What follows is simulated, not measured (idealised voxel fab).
The process module presented herein is designated voxel released beams.
Shown is cross-section cut, with a width of 265 nm and square cells of size 5 nm.
Cross-sections here: square-cell grids, written as top-down lists of bands, a band being one or more rows of cells. What a band's entry tells you: where the top is and where the bottom is, as heights in nm, and after that what lies inside, material by material from left to right, each with its width in nm. Empty space is written as the word "blank", and a single material marked with the word "throughout" occupies the band from edge to edge. Zero point of the height axis is 0; under it, received wafer = one material. Lowest band: continues down indefinitely, "0 -> down". The notation "30->40" denotes a width that varies across the rows of cells in the band, beginning at the first number in the top row, finishing at the second number in the bottom row, and changing by an identical amount from each row to the next. Reading "no modifications" for a step: not a cell of the cross-section changed in it. The label "Voids lacking openings" introduces a list of the empty spaces, 8 cells or larger, that have no open way up to the top; each entry in it reads width x height at distance, where the distance is taken from the left edge and all three are stated in nm. Text after the settings on a step's line: the simulator's own remark on that step. The "overlay nm" setting may appear on a step's line; for a step that uses a mask, it gives how far to the right of its planned position the mask lay, and a negative value indicates the left.

-- The process steps that were planned are listed below
1) RECEIVE: material Si
2) CONFORMAL_DEP: material SiN, thk nm 5
3) DIRECTIONAL_DEP: material SiO2, thk nm 20
4) DIRECTIONAL_DEP: material aC, thk nm 10
5) PATTERN: tone open, mask id ANCHOR, material resist, width nm 25, thk nm 25, overlay nm 0
6) DIRECTIONAL_ETCH: etch materials aC, depth nm 10
7) STRIP: etch materials resist
8) DIRECTIONAL_ETCH: etch materials SiO2, depth nm 20
9) STRIP: etch materials aC
10) CONFORMAL_DEP: material W, thk nm 10
11) MASKED_ETCH: tone cover, mask id BEAM, width nm 95, etch materials W, depth nm 10, overlay nm 0
12) STRIP: etch materials SiO2

-- Account of the first of two wafers, which was processed as intended

-- Here's what the wafer looked like in cross-section when it arrived - that's after step 1
* 0 -> down | Si throughout
* Voids lacking openings: none

-- Cross-section of the wafer after step 2
* 5 -> 0 | SiN throughout
* Everything under 0 stays put, no change at all.

-- Cross-section of the wafer after step 3
* 25 -> 5 | SiO2 throughout
* Everything under 5 stays put, no change at all.

-- Cross-section of the wafer after step 4
* 35 -> 25 | aC throughout
* Everything under 25 stays put, no change at all.

-- Cross-section of the wafer after step 5
* 60 -> 35 | 85 nm resist  25 nm blank  155 nm resist
* Everything under 35 stays put, no change at all.

-- Cross-section of the wafer after step 6
* 50 -> 35 | 85 nm resist  25 nm blank  155 nm resist
* 35 -> 25 | 85 nm aC  25 nm blank  155 nm aC
* Everything under 25 stays put, no change at all.

-- Cross-section of the wafer after step 7
* 35 -> 25 | 85 nm aC  25 nm blank  155 nm aC
* Everything under 25 stays put, no change at all.

-- Cross-section of the wafer after step 8
* 35 -> 25 | 85 nm aC  25 nm blank  155 nm aC
* 25 -> 5 | 85 nm SiO2  25 nm blank  155 nm SiO2
* Everything under 5 stays put, no change at all.

-- Cross-section of the wafer after step 9
* 25 -> 5 | 85 nm SiO2  25 nm blank  155 nm SiO2
* Everything under 5 stays put, no change at all.

-- Cross-section of the wafer after step 10
* 35 -> 25 | 95 nm W  5 nm blank  165 nm W
* 25 -> 15 | 85 nm SiO2  10 nm W  5 nm blank  10 nm W  155 nm SiO2
* 15 -> 5 | 85 nm SiO2  25 nm W  155 nm SiO2
* Everything under 5 stays put, no change at all.

-- Cross-section of the wafer after step 11
* 35 -> 25 | 80 nm blank  15 nm W  5 nm blank  75 nm W  90 nm blank
* Everything under 25 stays put, no change at all.

-- Cross-section of the wafer after step 12
* 35 -> 25 | 80 nm blank  15 nm W  5 nm blank  75 nm W  90 nm blank
* 25 -> 15 | 85 nm blank  10 nm W  5 nm blank  10 nm W  155 nm blank
* 15 -> 5 | 85 nm blank  25 nm W  155 nm blank
* Everything under 5 stays put, no change at all.

-- Wafer two: like wafer one in start and plan, but with one mistake in execution; identical up to and including step 1

Cross-sectional representation of the second wafer at the time designated in the plan for the completion of step 2: no modifications

-- Cross-sectional representation of the second wafer at the time designated in the plan for the completion of step 3
* 20 -> 0 | SiO2 throughout
* Everything under 0 stays put, no change at all.

-- Cross-sectional representation of the second wafer at the time designated in the plan for the completion of step 4
* 30 -> 20 | aC throughout
* Everything under 20 stays put, no change at all.

-- Cross-sectional representation of the second wafer at the time designated in the plan for the completion of step 5
* 55 -> 30 | 85 nm resist  25 nm blank  155 nm resist
* Everything under 30 stays put, no change at all.

-- Cross-sectional representation of the second wafer at the time designated in the plan for the completion of step 6
* 45 -> 30 | 85 nm resist  25 nm blank  155 nm resist
* 30 -> 20 | 85 nm aC  25 nm blank  155 nm aC
* Everything under 20 stays put, no change at all.

-- Cross-sectional representation of the second wafer at the time designated in the plan for the completion of step 7
* 30 -> 20 | 85 nm aC  25 nm blank  155 nm aC
* Everything under 20 stays put, no change at all.

-- Cross-sectional representation of the second wafer at the time designated in the plan for the completion of step 8
* 30 -> 20 | 85 nm aC  25 nm blank  155 nm aC
* 20 -> 0 | 85 nm SiO2  25 nm blank  155 nm SiO2
* Everything under 0 stays put, no change at all.

-- Cross-sectional representation of the second wafer at the time designated in the plan for the completion of step 9
* 20 -> 0 | 85 nm SiO2  25 nm blank  155 nm SiO2
* Everything under 0 stays put, no change at all.

-- Cross-sectional representation of the second wafer at the time designated in the plan for the completion of step 10
* 30 -> 20 | 95 nm W  5 nm blank  165 nm W
* 20 -> 10 | 85 nm SiO2  10 nm W  5 nm blank  10 nm W  155 nm SiO2
* 10 -> 0 | 85 nm SiO2  25 nm W  155 nm SiO2
* Everything under 0 stays put, no change at all.

-- Cross-sectional representation of the second wafer at the time designated in the plan for the completion of step 11
* 30 -> 20 | 80 nm blank  15 nm W  5 nm blank  75 nm W  90 nm blank
* Everything under 20 stays put, no change at all.

-- Cross-sectional representation of the second wafer at the time designated in the plan for the completion of step 12
* 30 -> 20 | 80 nm blank  15 nm W  5 nm blank  75 nm W  90 nm blank
* 20 -> 10 | 85 nm blank  10 nm W  5 nm blank  10 nm W  155 nm blank
* 10 -> 0 | 85 nm blank  25 nm W  155 nm blank
* Everything under 0 stays put, no change at all.
So what did we get wrong on this run? not run: step 2 of the plan (skipped)
Counted in cells at the end, the second wafer holds more or fewer of these materials than the first: -53 SiN
